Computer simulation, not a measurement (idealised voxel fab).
voxel wiring stack: a process module
Section shown: cut. Width: 160 nm. Cell size: 5 nm, square.
For the purposes of this document, a cross-section shall be understood as a grid of square cells, specified as bands listed in top-to-bottom order, each band consisting of one or more rows of cells.
Top height, bottom height, nm. Materials left to right, width each, nm. Single material + "throughout" = fills band edge to edge. "blank" = empty.
The reference from which all heights are counted is 0, the level beneath which the as-received wafer is entirely one material; the lowest band, having no lower bound, proceeds downward and is written after the example "top 0, no bottom".
So if you see something like "30->40" for the width, read it as the top row of the band sitting at the first number and the bottom row at the second, with every row in between moving by the same amount as the last.
Step note "left unchanged" = no cross-section cell changed.
Sealed cavities: empty space of 8 cells or more with no open way to the top, each as width x height at its distance from the left edge, in nm
It should be noted that, on the line of a given step, the content following the step's settings is a remark produced by the simulator itself with respect to that step.
What "overlay nm" on a step's line means: if the step has a mask, that mask lay this far to the right of its planned place, or, when the value is negative, to the left.

## The planned process steps are enumerated hereunder
| 1 | RECEIVE,material Si |
| 2 | CONFORMAL_DEP,material SiO2,thk nm 15 |
| 3 | DIRECTIONAL_DEP,material TiN,thk nm 5 |
| 4 | DIRECTIONAL_DEP,material W,thk nm 25 |
| 5 | PATTERN,tone cover,mask id METAL_1,material resist,width nm 20,pitch nm 40,thk nm 20,overlay nm 0 |
| 6 | DIRECTIONAL_ETCH,etch materials W,depth nm 25 |
| 7 | DIRECTIONAL_ETCH,etch materials TiN,depth nm 5 |
| 8 | STRIP,etch materials resist |
| 9 | FILL_DEP,material lowk,thk nm 10 |
| 10 | CMP,height nm 45 |
| 11 | CONFORMAL_DEP,material SiCN,thk nm 5 |
| 12 | DIRECTIONAL_DEP,material lowk,thk nm 30 |
| 13 | DIRECTIONAL_DEP,material aC,thk nm 15 |
| 14 | PATTERN,tone open,mask id METAL_2,material resist,width nm 20,pitch nm 40,thk nm 30,overlay nm 0 |
| 15 | DIRECTIONAL_ETCH,etch materials aC,depth nm 15 |
| 16 | STRIP,etch materials resist |
| 17 | DIRECTIONAL_ETCH,etch materials lowk,depth nm 15 |
| 18 | STRIP,etch materials aC |
| 19 | MASKED_ETCH,tone open,mask id METAL_2_HOLES,width nm 15,pitch nm 40,etch materials lowk,depth nm 15,overlay nm 0 |
| 20 | MASKED_ETCH,tone open,mask id METAL_2_HOLES,width nm 15,pitch nm 40,etch materials SiCN,depth nm 5,overlay nm 0 |
| 21 | CONFORMAL_DEP,material TiN,thk nm 5 |
| 22 | FILL_DEP,material Cu,thk nm 10 |
| 23 | CMP,height nm 80 |
| 24 | CONFORMAL_DEP,material SiN,thk nm 5 |

## The cross-section here shows the wafer as received, i.e. in its state after step 1
	top 0, no bottom = Si throughout
	Sealed cavities: none

## a wafer at the end: this start, this plan, one mistake
	top 85, bottom 80 = SiN throughout
	top 80, bottom 70 = lowk (50) | TiN (5) | Cu (10) | TiN (5) | lowk (20) | TiN (5) | Cu (10) | TiN (5) | lowk (50)
	top 70, bottom 65 = lowk (50) | TiN (5) | Cu (5) | TiN (10) | lowk (20) | TiN (5) | Cu (5) | TiN (10) | lowk (50)
	top 65, bottom 50 = lowk (50) | TiN (5) | Cu (5) | TiN (5) | lowk (25) | TiN (5) | Cu (5) | TiN (5) | lowk (55)
	top 50, bottom 45 = SiCN (50) | TiN (15) | SiCN (25) | TiN (15) | SiCN (55)
	top 45, bottom 35 = lowk (50) | W (20) | lowk (20) | W (20) | lowk (50)
	top 35, bottom 30 = lowk (50) | TiN (20) | lowk (20) | TiN (20) | lowk (50)
	top 30, bottom 0 = SiO2 throughout
	top 0, no bottom = Si throughout
	Sealed cavities: none
Nonconformance to the process plan: step 2 of the plan was performed twice
